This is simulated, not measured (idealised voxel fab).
process module | voxel wiring stack
cross-section cut | 270 nm wide | cells 5 nm
A cross-section is a grid of square cells, given in bands from the top down. A band is one or more rows of cells.
Each band's line starts with the height of the band's top and of its bottom, in nm. Then come its materials from left to right, each with its width in nm. One material with "throughout" fills the band from edge to edge. "air" is empty space.
Height 0 is the level under which the wafer as received is all one material. The lowest band goes on downwards, as in "0 down".
A width such as "30 to 40" changes by the same amount from each row of cells to the next, from the band's top row to its bottom row.
"no change" after a step means that no cell of the cross-section changed.
closed voids: empty space of 8 cells or more with no open way to the top, each as width x height at its distance from the left edge, in nm
after a step's settings: what the simulator itself notes on the step
overlay nm, on a step with a mask: how far to the right of its planned place the mask lay; to the left if negative
plan
1 op RECEIVE | material Si
2 op CONFORMAL_DEP | material SiO2 | thk nm 15
3 op DIRECTIONAL_DEP | material TiN | thk nm 5
4 op DIRECTIONAL_DEP | material Ru | thk nm 20
5 op MASKED_ETCH | tone cover | mask id METAL_1 | width nm 25 | pitch nm 45 | etch materials Ru | depth nm 20 | overlay nm 0
6 op MASKED_ETCH | tone cover | mask id METAL_1 | width nm 25 | pitch nm 45 | etch materials TiN | depth nm 5 | overlay nm 0
7 op CONFORMAL_DEP | material SiCN | thk nm 5
8 op FILL_DEP | material SiO2 | thk nm 10
9 op CMP | height nm 40
10 op CONFORMAL_DEP | material SiCN | thk nm 5
11 op DIRECTIONAL_DEP | material lowk | thk nm 30
12 op DIRECTIONAL_DEP | material aC | thk nm 10
13 op PATTERN | tone open | mask id METAL_2_HOLES | material resist | width nm 15 | pitch nm 45 | thk nm 25 | overlay nm 0
14 op DIRECTIONAL_ETCH | etch materials aC | depth nm 10
15 op STRIP | etch materials resist
16 op DIRECTIONAL_ETCH | etch materials lowk | depth nm 30
17 op STRIP | etch materials aC
18 op MASKED_ETCH | tone open | mask id METAL_2 | width nm 25 | pitch nm 45 | etch materials lowk | depth nm 15 | overlay nm 0
19 op MASKED_ETCH | tone open | mask id METAL_2 | width nm 25 | pitch nm 45 | etch materials SiCN | depth nm 5 | overlay nm 0
20 op CONFORMAL_DEP | material TiN | thk nm 5
21 op FILL_DEP | material Ru | thk nm 10
22 op CMP | height nm 75
23 op CONFORMAL_DEP | material SiCN | thk nm 5
24 op DIRECTIONAL_DEP | material lowk | thk nm 10
25 op PATTERN | tone open | mask id PLUG_2 | material resist | width nm 15 | pitch nm 45 | thk nm 20 | overlay nm 0
26 op DIRECTIONAL_ETCH | etch materials lowk | depth nm 10
27 op DIRECTIONAL_ETCH | etch materials SiCN | depth nm 5
28 op STRIP | etch materials resist
29 op EPI | material Ru | thk nm 10
30 op EPI | material Ru | thk nm 5
31 op DIRECTIONAL_DEP | material TiN | thk nm 5
32 op DIRECTIONAL_DEP | material W | thk nm 25
33 op MASKED_ETCH | tone cover | mask id METAL_3 | width nm 25 | pitch nm 45 | etch materials W | depth nm 25 | overlay nm 0
34 op MASKED_ETCH | tone cover | mask id METAL_3 | width nm 25 | pitch nm 45 | etch materials TiN | depth nm 5 | overlay nm 0
35 op FILL_DEP | material lowk | thk nm 10
36 op CMP | height nm 120
37 op CONFORMAL_DEP | material SiCN | thk nm 5
as received, after step 1
  0 down: Si throughout
  closed voids: none
first wafer at the end, as planned
  125 to 120: SiCN throughout
  120 to 95: lowk 75 | W 25 | lowk 20 | W 25 | lowk 20 | W 25 | lowk 80
  95 to 90: lowk 75 | TiN 25 | lowk 20 | TiN 25 | lowk 20 | TiN 25 | lowk 80
  90 to 80: lowk 75 | Ru 15 | lowk 30 | Ru 15 | lowk 30 | Ru 15 | lowk 90
  80 to 75: SiCN 75 | Ru 15 | SiCN 30 | Ru 15 | SiCN 30 | Ru 15 | SiCN 90
  75 to 65: lowk 75 | TiN 5 | Ru 15 | TiN 5 | lowk 20 | TiN 5 | Ru 15 | TiN 5 | lowk 20 | TiN 5 | Ru 15 | TiN 5 | lowk 80
  65 to 60: lowk 75 | TiN 5 | Ru 5 | TiN 15 | lowk 20 | TiN 5 | Ru 5 | TiN 15 | lowk 20 | TiN 5 | Ru 5 | TiN 15 | lowk 80
  60 to 45: lowk 75 | TiN 5 | Ru 5 | TiN 5 | lowk 30 | TiN 5 | Ru 5 | TiN 5 | lowk 30 | TiN 5 | Ru 5 | TiN 5 | lowk 90
  45 to 40: SiCN 75 | TiN 15 | SiCN 30 | TiN 15 | SiCN 30 | TiN 15 | SiCN 90
  40 to 20: SiO2 70 | SiCN 5 | Ru 25 | SiCN 5 | SiO2 10 | SiCN 5 | Ru 25 | SiCN 5 | SiO2 10 | SiCN 5 | Ru 25 | SiCN 5 | SiO2 75
  20 to 15: SiCN 75 | TiN 25 | SiCN 20 | TiN 25 | SiCN 20 | TiN 25 | SiCN 80
  15 to 0: SiO2 throughout
  0 down: Si throughout
  closed voids: none
second wafer at the end: like start, like plan, one mistake
  125 to 120: SiCN throughout
  120 to 115: lowk 90 | W 10 | lowk 35 | W 10 | lowk 35 | W 10 | lowk 80
  115 to 95: lowk 75 | W 25 | lowk 20 | W 25 | lowk 20 | W 25 | lowk 80
  95 to 90: lowk 75 | W 15 | TiN 10 | lowk 20 | W 15 | TiN 10 | lowk 20 | W 15 | TiN 10 | lowk 80
  90 to 85: SiCN 75 | TiN 15 | SiCN 30 | TiN 15 | SiCN 30 | TiN 15 | SiCN 90
  85 to 75: lowk throughout
  75 to 65: lowk 75 | TiN 5 | Ru 15 | TiN 5 | lowk 20 | TiN 5 | Ru 15 | TiN 5 | lowk 20 | TiN 5 | Ru 15 | TiN 5 | lowk 80
  65 to 60: lowk 75 | TiN 5 | Ru 5 | TiN 15 | lowk 20 | TiN 5 | Ru 5 | TiN 15 | lowk 20 | TiN 5 | Ru 5 | TiN 15 | lowk 80
  60 to 45: lowk 75 | TiN 5 | Ru 5 | TiN 5 | lowk 30 | TiN 5 | Ru 5 | TiN 5 | lowk 30 | TiN 5 | Ru 5 | TiN 5 | lowk 90
  45 to 40: SiCN 75 | TiN 15 | SiCN 30 | TiN 15 | SiCN 30 | TiN 15 | SiCN 90
  40 to 20: SiO2 70 | SiCN 5 | Ru 25 | SiCN 5 | SiO2 10 | SiCN 5 | Ru 25 | SiCN 5 | SiO2 10 | SiCN 5 | Ru 25 | SiCN 5 | SiO2 75
  20 to 15: SiCN 75 | TiN 25 | SiCN 20 | TiN 25 | SiCN 20 | TiN 25 | SiCN 80
  15 to 0: SiO2 throughout
  0 down: Si throughout
  closed voids: none
what went wrong: steps 23 and 24 were swapped
at the end the second wafer has, in cells: 27 fewer of Ru | 27 more of lowk
